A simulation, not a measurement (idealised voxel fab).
The name of this process module is voxel self aligned contacts.
Displayed cross-section: cut, width of 190 nm, square cells sized 5 nm.
For the purposes of this document, a cross-section shall be understood as a grid of square cells, specified as bands listed in top-to-bottom order, each band consisting of one or more rows of cells. For a band, the entry starts with two heights in nm, that of the top and then that of the bottom, and carries on with the band's materials in order from left to right, each alongside its width in nm; the word "edge to edge" beside a single material means it fills the band edge to edge, and "empty" means empty space. Below 0: as-received wafer, all one material; heights counted from there. Lowest band: no bottom, goes on down, written "0 -> down". The width entry "30->40" should be interpreted row by row: the top row of cells in the band takes the first number, the bottom row takes the second number, and the change between adjacent rows is uniform throughout. The designation "no change", where it is given for a processing step, indicates that no cell of the cross-section was altered in the course of that step. Basically, "Fully enclosed voids" tells you about the enclosed voids: empty spaces with no open way to the top, 8 cells or bigger, each written width x height at distance, where distance is from the left edge, all in nm. Note: text after step settings on the step line = simulator remark on that step. Each step line may optionally specify "overlay nm", which for a step with a mask gives the rightward distance between the mask's planned place and where it lay, a negative value indicating the leftward direction.
Listed below are the process steps as planned
step 1: RECEIVE: material Si
step 2: OXIDIZE: depth nm 5
step 3: DIRECTIONAL_DEP: material polySi, thk nm 25
step 4: DIRECTIONAL_DEP: material SiN, thk nm 25
step 5: PATTERN: tone cover, mask id GATE, material resist, width nm 25, pitch nm 60, thk nm 20, overlay nm 0
step 6: DIRECTIONAL_ETCH: etch materials SiN, depth nm 25
step 7: DIRECTIONAL_ETCH: etch materials polySi, depth nm 25
step 8: STRIP: etch materials resist
step 9: CONFORMAL_DEP: material SiN, thk nm 10
step 10: DIRECTIONAL_ETCH: etch materials SiN, depth nm 10
step 11: FILL_DEP: material SiO2, thk nm 20
step 12: CMP: height nm 60
step 13: DIRECTIONAL_DEP: material aC, thk nm 10
step 14: PATTERN: tone open, mask id CONTACT, material resist, width nm 45, thk nm 25, overlay nm 0
step 15: DIRECTIONAL_ETCH: etch materials aC, depth nm 10
step 16: STRIP: etch materials resist
step 17: DIRECTIONAL_ETCH: etch materials SiO2, depth nm 65
step 18: STRIP: etch materials aC
step 19: CONFORMAL_DEP: material TiN, thk nm 5
step 20: FILL_DEP: material Ru, thk nm 10
step 21: CMP: height nm 60
step 22: CONFORMAL_DEP: material SiCN, thk nm 5
What follows covers the first of two wafers; it ran as planned
This is the cross-section of the wafer as we received it, i.e. after step 1
	0 -> down | Si edge to edge
	Fully enclosed voids: none
Wafer section view after processing step 2
	0 -> -5 | SiO2 edge to edge
	Everything under -5 stays put, no change at all.
Wafer section view after processing step 3
	25 -> 0 | polySi edge to edge
	Everything under 0 stays put, no change at all.
Wafer section view after processing step 4
	50 -> 25 | SiN edge to edge
	Everything under 25 stays put, no change at all.
Wafer section view after processing step 5
	70 -> 50 | empty 50 nm | resist 25 nm | empty 35 nm | resist 25 nm | empty 55 nm
	Everything under 50 stays put, no change at all.
Wafer section view after processing step 6
	70 -> 50 | empty 50 nm | resist 25 nm | empty 35 nm | resist 25 nm | empty 55 nm
	50 -> 25 | empty 50 nm | SiN 25 nm | empty 35 nm | SiN 25 nm | empty 55 nm
	Everything under 25 stays put, no change at all.
Wafer section view after processing step 7
	70 -> 50 | empty 50 nm | resist 25 nm | empty 35 nm | resist 25 nm | empty 55 nm
	50 -> 25 | empty 50 nm | SiN 25 nm | empty 35 nm | SiN 25 nm | empty 55 nm
	25 -> 0 | empty 50 nm | polySi 25 nm | empty 35 nm | polySi 25 nm | empty 55 nm
	Everything under 0 stays put, no change at all.
Wafer section view after processing step 8
	50 -> 25 | empty 50 nm | SiN 25 nm | empty 35 nm | SiN 25 nm | empty 55 nm
	Everything under 25 stays put, no change at all.
Wafer section view after processing step 9
	60 -> 25 | empty 40 nm | SiN 45 nm | empty 15 nm | SiN 45 nm | empty 45 nm
	25 -> 10 | empty 40 nm | SiN 10 nm | polySi 25 nm | SiN 10 nm | empty 15 nm | SiN 10 nm | polySi 25 nm | SiN 10 nm | empty 45 nm
	10 -> 0 | SiN 50 nm | polySi 25 nm | SiN 35 nm | polySi 25 nm | SiN 55 nm
	Everything under 0 stays put, no change at all.
Wafer section view after processing step 10
	50 -> 25 | empty 40 nm | SiN 45 nm | empty 15 nm | SiN 45 nm | empty 45 nm
	25 -> 0 | empty 40 nm | SiN 10 nm | polySi 25 nm | SiN 10 nm | empty 15 nm | SiN 10 nm | polySi 25 nm | SiN 10 nm | empty 45 nm
	Everything under 0 stays put, no change at all.
Wafer section view after processing step 11
	70 -> 50 | SiO2 edge to edge
	50 -> 25 | SiO2 40 nm | SiN 45 nm | SiO2 15 nm | SiN 45 nm | SiO2 45 nm
	25 -> 0 | SiO2 40 nm | SiN 10 nm | polySi 25 nm | SiN 10 nm | SiO2 15 nm | SiN 10 nm | polySi 25 nm | SiN 10 nm | SiO2 45 nm
	Everything under 0 stays put, no change at all.
Wafer section view after processing step 12
	60 -> 50 | SiO2 edge to edge
	Everything under 50 stays put, no change at all.
Wafer section view after processing step 13
	70 -> 60 | aC edge to edge
	Everything under 60 stays put, no change at all.
Wafer section view after processing step 14
	95 -> 70 | resist 70 nm | empty 45 nm | resist 75 nm
	Everything under 70 stays put, no change at all.
Wafer section view after processing step 15
	85 -> 70 | resist 70 nm | empty 45 nm | resist 75 nm
	70 -> 60 | aC 70 nm | empty 45 nm | aC 75 nm
	Everything under 60 stays put, no change at all.
Wafer section view after processing step 16
	70 -> 60 | aC 70 nm | empty 45 nm | aC 75 nm
	Everything under 60 stays put, no change at all.
Wafer section view after processing step 17
	70 -> 60 | aC 70 nm | empty 45 nm | aC 75 nm
	60 -> 50 | SiO2 70 nm | empty 45 nm | SiO2 75 nm
	50 -> 25 | SiO2 40 nm | SiN 45 nm | empty 15 nm | SiN 45 nm | SiO2 45 nm
	25 -> 0 | SiO2 40 nm | SiN 10 nm | polySi 25 nm | SiN 10 nm | empty 15 nm | SiN 10 nm | polySi 25 nm | SiN 10 nm | SiO2 45 nm
	0 -> -5 | SiO2 85 nm | empty 15 nm | SiO2 90 nm
	Everything under -5 stays put, no change at all.
Wafer section view after processing step 18
	60 -> 50 | SiO2 70 nm | empty 45 nm | SiO2 75 nm
	Everything under 50 stays put, no change at all.
Wafer section view after processing step 19
	65 -> 60 | TiN 75 nm | empty 35 nm | TiN 80 nm
	60 -> 50 | SiO2 70 nm | TiN 5->20 nm | empty 35->5 nm | TiN 5->20 nm | SiO2 75 nm
	50 -> 25 | SiO2 40 nm | SiN 45 nm | TiN 5 nm | empty 5 nm | TiN 5 nm | SiN 45 nm | SiO2 45 nm
	25 -> 0 | SiO2 40 nm | SiN 10 nm | polySi 25 nm | SiN 10 nm | TiN 5 nm | empty 5 nm | TiN 5 nm | SiN 10 nm | polySi 25 nm | SiN 10 nm | SiO2 45 nm
	0 -> -5 | SiO2 85 nm | TiN 15 nm | SiO2 90 nm
	Everything under -5 stays put, no change at all.
Wafer section view after processing step 20
	75 -> 65 | Ru edge to edge
	65 -> 60 | TiN 75 nm | Ru 35 nm | TiN 80 nm
	60 -> 50 | SiO2 70 nm | TiN 5->20 nm | Ru 35->5 nm | TiN 5->20 nm | SiO2 75 nm
	50 -> 25 | SiO2 40 nm | SiN 45 nm | TiN 5 nm | Ru 5 nm | TiN 5 nm | SiN 45 nm | SiO2 45 nm
	25 -> 0 | SiO2 40 nm | SiN 10 nm | polySi 25 nm | SiN 10 nm | TiN 5 nm | Ru 5 nm | TiN 5 nm | SiN 10 nm | polySi 25 nm | SiN 10 nm | SiO2 45 nm
	Everything under 0 stays put, no change at all.
Wafer section view after processing step 21
	60 -> 50 | SiO2 70 nm | TiN 5->20 nm | Ru 35->5 nm | TiN 5->20 nm | SiO2 75 nm
	Everything under 50 stays put, no change at all.
Wafer section view after processing step 22
	65 -> 60 | SiCN edge to edge
	Everything under 60 stays put, no change at all.
Second of two: same start, same plan, one run error; steps up to and including 3 match the first
Second wafer, cut view, end of step 4 per plan
	75 -> 25 | SiN edge to edge
	Everything under 25 stays put, no change at all.
Second wafer, cut view, end of step 5 per plan
	95 -> 75 | empty 50 nm | resist 25 nm | empty 35 nm | resist 25 nm | empty 55 nm
	Everything under 75 stays put, no change at all.
Second wafer, cut view, end of step 6 per plan
	95 -> 75 | empty 50 nm | resist 25 nm | empty 35 nm | resist 25 nm | empty 55 nm
	75 -> 50 | empty 50 nm | SiN 25 nm | empty 35 nm | SiN 25 nm | empty 55 nm
	Everything under 50 stays put, no change at all.
Second wafer, cut view, end of step 7 per plan: no change
Second wafer, cut view, end of step 8 per plan
	75 -> 50 | empty 50 nm | SiN 25 nm | empty 35 nm | SiN 25 nm | empty 55 nm
	Everything under 50 stays put, no change at all.
Second wafer, cut view, end of step 9 per plan
	85 -> 60 | empty 40 nm | SiN 45 nm | empty 15 nm | SiN 45 nm | empty 45 nm
	60 -> 25 | SiN edge to edge
	Everything under 25 stays put, no change at all.
Second wafer, cut view, end of step 10 per plan
	75 -> 50 | empty 40 nm | SiN 45 nm | empty 15 nm | SiN 45 nm | empty 45 nm
	Everything under 50 stays put, no change at all.
Second wafer, cut view, end of step 11 per plan
	95 -> 75 | SiO2 edge to edge
	75 -> 50 | SiO2 40 nm | SiN 45 nm | SiO2 15 nm | SiN 45 nm | SiO2 45 nm
	Everything under 50 stays put, no change at all.
Second wafer, cut view, end of step 12 per plan
	60 -> 50 | SiO2 40 nm | SiN 45 nm | SiO2 15 nm | SiN 45 nm | SiO2 45 nm
	Everything under 50 stays put, no change at all.
Second wafer, cut view, end of step 13 per plan
	70 -> 60 | aC edge to edge
	Everything under 60 stays put, no change at all.
Second wafer, cut view, end of step 14 per plan
	95 -> 70 | resist 70 nm | empty 45 nm | resist 75 nm
	Everything under 70 stays put, no change at all.
Second wafer, cut view, end of step 15 per plan
	85 -> 70 | resist 70 nm | empty 45 nm | resist 75 nm
	70 -> 60 | aC 70 nm | empty 45 nm | aC 75 nm
	Everything under 60 stays put, no change at all.
Second wafer, cut view, end of step 16 per plan
	70 -> 60 | aC 70 nm | empty 45 nm | aC 75 nm
	Everything under 60 stays put, no change at all.
Second wafer, cut view, end of step 17 per plan
	70 -> 60 | aC 70 nm | empty 45 nm | aC 75 nm
	60 -> 50 | SiO2 40 nm | SiN 45 nm | empty 15 nm | SiN 45 nm | SiO2 45 nm
	Everything under 50 stays put, no change at all.
Second wafer, cut view, end of step 18 per plan
	60 -> 50 | SiO2 40 nm | SiN 45 nm | empty 15 nm | SiN 45 nm | SiO2 45 nm
	Everything under 50 stays put, no change at all.
Second wafer, cut view, end of step 19 per plan
	65 -> 60 | TiN 90 nm | empty 5 nm | TiN 95 nm
	60 -> 55 | SiO2 40 nm | SiN 45 nm | TiN 5 nm | empty 5 nm | TiN 5 nm | SiN 45 nm | SiO2 45 nm
	55 -> 50 | SiO2 40 nm | SiN 45 nm | TiN 15 nm | SiN 45 nm | SiO2 45 nm
	Everything under 50 stays put, no change at all.
Second wafer, cut view, end of step 20 per plan
	75 -> 65 | Ru edge to edge
	65 -> 60 | TiN 90 nm | Ru 5 nm | TiN 95 nm
	60 -> 55 | SiO2 40 nm | SiN 45 nm | TiN 5 nm | Ru 5 nm | TiN 5 nm | SiN 45 nm | SiO2 45 nm
	Everything under 55 stays put, no change at all.
Second wafer, cut view, end of step 21 per plan
	60 -> 55 | SiO2 40 nm | SiN 45 nm | TiN 5 nm | Ru 5 nm | TiN 5 nm | SiN 45 nm | SiO2 45 nm
	Everything under 55 stays put, no change at all.
Second wafer, cut view, end of step 22 per plan
	65 -> 60 | SiCN edge to edge
	Everything under 60 stays put, no change at all.
Deviation from plan: step 4 of the plan was performed twice
Count the cells at the end and the second wafer has more or fewer of some materials than the first: 17 fewer of Ru, 96 more of SiN, 191 fewer of SiO2, 28 fewer of TiN, 140 more of polySi
